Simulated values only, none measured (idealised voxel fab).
process module | voxel gate over fins
cross-section cut | 240 nm wide | cells 5 nm
A cross-section is a grid of square cells, given in bands from the top down. A band is one or more rows of cells.
Each band's line starts with the height of the band's top and of its bottom, in nm. Then come its materials from left to right, each with its width in nm. One material with "throughout" fills the band from edge to edge. "air" is empty space.
Height 0 is the level under which the wafer as received is all one material. The lowest band goes on downwards, as in "0 down".
A width such as "30 to 40" changes by the same amount from each row of cells to the next, from the band's top row to its bottom row.
"no change" after a step means that no cell of the cross-section changed.
closed voids: empty space of 8 cells or more with no open way to the top, each as width x height at its distance from the left edge, in nm
after a step's settings: what the simulator itself notes on the step
overlay nm, on a step with a mask: how far to the right of its planned place the mask lay; to the left if negative
plan
1 op RECEIVE | material Si
2 op CONFORMAL_DEP | material SiN | thk nm 10
3 op MASKED_ETCH | tone cover | mask id FINS | width nm 15 | pitch nm 55 | etch materials SiN | depth nm 5 | overlay nm 0
4 op MASKED_ETCH | tone cover | mask id FINS | width nm 15 | pitch nm 55 | etch materials Si | depth nm 30 | overlay nm 0
5 op FILL_DEP | material SiO2 | thk nm 10
6 op CMP | height nm 10
7 op PATTERN | tone open | mask id RAIL | material resist | width nm 15 | thk nm 20 | overlay nm 0
8 op DIRECTIONAL_ETCH | etch materials SiO2 | depth nm 35
9 op STRIP | etch materials resist
10 op CONFORMAL_DEP | material TiN | thk nm 5
11 op FILL_DEP | material Ru | thk nm 5
12 op CMP | height nm 10
13 op SELECTIVE_ETCH | etch materials W Ru TiN | depth nm 30
14 op FILL_DEP | material SiO2 | thk nm 5
15 op CMP | height nm 10
16 op SELECTIVE_ETCH | etch materials SiO2 | depth nm 20
17 op STRIP | etch materials SiN
18 op CONFORMAL_DEP | material HfO2 | thk nm 5
19 op CONFORMAL_DEP | material TiN | thk nm 5
20 op FILL_DEP | material W | thk nm 10
21 op CMP | height nm 15
22 op CONFORMAL_DEP | material SiCN | thk nm 10
varied across the wafers: depth nm of step 3. The plan shows the first wafer's value. All wafers start alike
first wafer as received, after step 1
  0 down: Si throughout
  closed voids: none
first wafer at the end, after step 22
  25 to 15: SiCN throughout
  15 to 10: W throughout
  10 to 5: TiN throughout
  5 to 0: HfO2 throughout
  0 down: Si throughout
  closed voids: none
last wafer at the end
  25 to 15: SiCN throughout
  15 to 10: W throughout
  10 to 5: W 45 | TiN 35 | W 20 | TiN 35 | W 20 | TiN 35 | W 50
  5 to 0: W 45 | TiN 5 | HfO2 25 | TiN 5 | W 20 | TiN 5 | HfO2 25 | TiN 5 | W 20 | TiN 5 | HfO2 25 | TiN 5 | W 50
  0 to -5: TiN 50 | HfO2 5 | Si 15 | HfO2 5 | TiN 30 | HfO2 5 | Si 15 | HfO2 5 | TiN 30 | HfO2 5 | Si 15 | HfO2 5 | TiN 55
  -5 to -10: HfO2 55 | Si 15 | HfO2 40 | Si 15 | HfO2 40 | Si 15 | HfO2 60
  -10 to -20: SiO2 55 | Si 15 | SiO2 40 | Si 15 | SiO2 40 | Si 15 | SiO2 60
  -20 to -25: SiO2 55 | Si 15 | SiO2 10 | TiN 15 | SiO2 15 | Si 15 | SiO2 40 | Si 15 | SiO2 60
  -25 to -30: SiO2 55 | Si 15 | SiO2 40 | Si 15 | SiO2 40 | Si 15 | SiO2 60
  -30 down: Si throughout
  closed voids: none
each wafer at the end: cells of each material gained (+) or lost (-) since it was received, then its closed voids
depth nm 5 | +48 HfO2 | +96 SiCN | +48 TiN | +48 W | closed voids: none
depth nm 10 | +60 HfO2 | -234 Si | +96 SiCN | +153 SiO2 | +63 TiN | +102 W | closed voids: none
depth nm 15 | +60 HfO2 | -234 Si | +96 SiCN | +153 SiO2 | +63 TiN | +102 W | closed voids: none
depth nm 20 | +60 HfO2 | -234 Si | +96 SiCN | +153 SiO2 | +63 TiN | +102 W | closed voids: none
depth nm 25 | +60 HfO2 | -234 Si | +96 SiCN | +153 SiO2 | +63 TiN | +102 W | closed voids: none
